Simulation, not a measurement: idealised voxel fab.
Proc. module: voxel capacitor over wiring
Square cell edge 5 nm, section width 155 nm, ID cut.
Cross-section = grid of square cells, listed top down in bands; band = one or more rows. Band: top height; bottom height; in nm. Then, left to right: material with width in nm, for each material. "everywhere": a single material spanning edge to edge. "air": empty space. Height is counted from the level 0, under which the received wafer is composed throughout of one material. The lowest of the bands is not closed at the bottom but continues downward, in the notation "from 0 down". Read "30 to 40" as a graded width: first number on top, second number at the bottom, same change between each pair of neighbouring rows. "nothing altered" after a step means that no cell of the cross-section changed. "closed voids" contains a list of empty spaces, each no smaller than 8 cells and without an open way to the top, written in the form width x height at distance with the distance from the left edge and all three in nm. Past the settings on a step's line: simulator remark, on that step. "overlay nm" on a masked step: distance the mask lay right of its planned place, negative for left.

SO HERE'S THE LINEUP OF PROCESS STEPS WE PLANNED
1: RECEIVE | material Si
2: CONFORMAL_DEP | material SiO2 | thk nm 15
3: CONFORMAL_DEP | material SiCN | thk nm 5
4: DIRECTIONAL_DEP | material lowk | thk nm 25
5: DIRECTIONAL_DEP | material aC | thk nm 10
6: PATTERN | tone open | mask id METAL_1 | material resist | width nm 20 | pitch nm 85 | thk nm 30 | overlay nm 0
7: DIRECTIONAL_ETCH | etch materials aC | depth nm 10
8: STRIP | etch materials resist
9: DIRECTIONAL_ETCH | etch materials lowk | depth nm 25
10: DIRECTIONAL_ETCH | etch materials SiCN | depth nm 5
11: STRIP | etch materials aC
12: CONFORMAL_DEP | material TiN | thk nm 5
13: FILL_DEP | material Cu | thk nm 5
14: CMP | height nm 45
15: CONFORMAL_DEP | material SiCN | thk nm 5
16: DIRECTIONAL_DEP | material lowk | thk nm 15
17: DIRECTIONAL_DEP | material aC | thk nm 10
18: PATTERN | tone open | mask id PLUG_1 | material resist | width nm 15 | thk nm 25 | overlay nm 0
19: DIRECTIONAL_ETCH | etch materials aC | depth nm 10
20: STRIP | etch materials resist
21: DIRECTIONAL_ETCH | etch materials lowk | depth nm 15
22: DIRECTIONAL_ETCH | etch materials SiCN | depth nm 5
23: STRIP | etch materials aC
24: EPI | material Ru | thk nm 10
25: EPI | material Ru | thk nm 10
26: DIRECTIONAL_DEP | material TiN | thk nm 5
27: DIRECTIONAL_DEP | material HfO2 | thk nm 5
28: DIRECTIONAL_DEP | material TiN | thk nm 10
29: MASKED_ETCH | tone cover | mask id UPPER_PLATE | width nm 70 | etch materials TiN | depth nm 10 | overlay nm 0
30: MASKED_ETCH | tone cover | mask id UPPER_PLATE | width nm 70 | etch materials HfO2 | depth nm 5 | overlay nm 0
31: PATTERN | tone cover | mask id LOWER_PLATE | material resist | width nm 80 | thk nm 15 | overlay nm 0
32: DIRECTIONAL_ETCH | etch materials TiN | depth nm 5
33: STRIP | etch materials resist
34: FILL_DEP | material SiO2 | thk nm 15
35: CMP | height nm 95
36: DIRECTIONAL_DEP | material aC | thk nm 10
37: PATTERN | tone open | mask id PLUG_2 | material resist | width nm 15 | thk nm 30 | overlay nm 0
38: DIRECTIONAL_ETCH | etch materials aC | depth nm 10
39: STRIP | etch materials resist
40: DIRECTIONAL_ETCH | etch materials SiO2 | depth nm 10
41: STRIP | etch materials aC
42: CONFORMAL_DEP | material TiN | thk nm 5
43: FILL_DEP | material W | thk nm 10
44: CMP | height nm 95
45: CONFORMAL_DEP | material SiCN | thk nm 5

CROSS-SECTION, INCOMING MATERIAL, AFTER STEP 1
from 0 down  Si everywhere
closed voids: none

FIRST WAFER AT THE END, AS PLANNED
from 100 to 95  SiCN everywhere
from 95 to 90  SiO2: 40, then TiN: 5, then W: 5, then TiN: 5, then SiO2: 100
from 90 to 85  SiO2: 40, then TiN: 15, then SiO2: 100
from 85 to 75  SiO2: 30, then TiN: 70, then SiO2: 55
from 75 to 70  SiO2: 30, then HfO2: 70, then SiO2: 55
from 70 to 65  SiO2: 25, then TiN: 80, then SiO2: 50
from 65 to 50  lowk: 30, then Ru: 15, then lowk: 110
from 50 to 45  SiCN: 30, then Ru: 15, then SiCN: 110
from 45 to 20  lowk: 25, then TiN: 5, then Cu: 10, then TiN: 5, then lowk: 65, then TiN: 5, then Cu: 10, then TiN: 5, then lowk: 25
from 20 to 15  SiCN: 25, then TiN: 20, then SiCN: 65, then TiN: 20, then SiCN: 25
from 15 to 0  SiO2 everywhere
from 0 down  Si everywhere
closed voids: none

SO THIS IS WAFER NUMBER TWO OF THE TWO, CUT AT THE END OF THE MODULE - IT STARTED WHERE THE FIRST DID AND HAD THE SAME PLAN, WE JUST GOT ONE THING WRONG RUNNING IT
from 100 to 95  SiCN everywhere
from 95 to 90  SiO2: 40, then TiN: 5, then W: 5, then TiN: 5, then SiO2: 100
from 90 to 85  SiO2: 40, then TiN: 15, then SiO2: 100
from 85 to 75  SiO2: 45, then TiN: 55, then SiO2: 55
from 75 to 70  SiO2: 30, then TiN: 15, then HfO2: 55, then SiO2: 55
from 70 to 65  SiO2: 25, then TiN: 80, then SiO2: 50
from 65 to 60  lowk: 30, then HfO2: 15, then lowk: 110
from 60 to 55  lowk: 30, then TiN: 15, then lowk: 110
from 55 to 50  lowk: 30, then Ru: 15, then lowk: 110
from 50 to 45  SiCN: 30, then Ru: 15, then SiCN: 110
from 45 to 20  lowk: 25, then TiN: 5, then Cu: 10, then TiN: 5, then lowk: 65, then TiN: 5, then Cu: 10, then TiN: 5, then lowk: 25
from 20 to 15  SiCN: 25, then TiN: 20, then SiCN: 65, then TiN: 20, then SiCN: 25
from 15 to 0  SiO2 everywhere
from 0 down  Si everywhere
closed voids: none
What went wrong in running the wafer? it is not possible to tell which of the identical steps 24 and 25 was omitted, only that one of them was
Final comparison by cell count, materials where the second wafer has more or fewer than the first: Ru -6; SiO2 +6
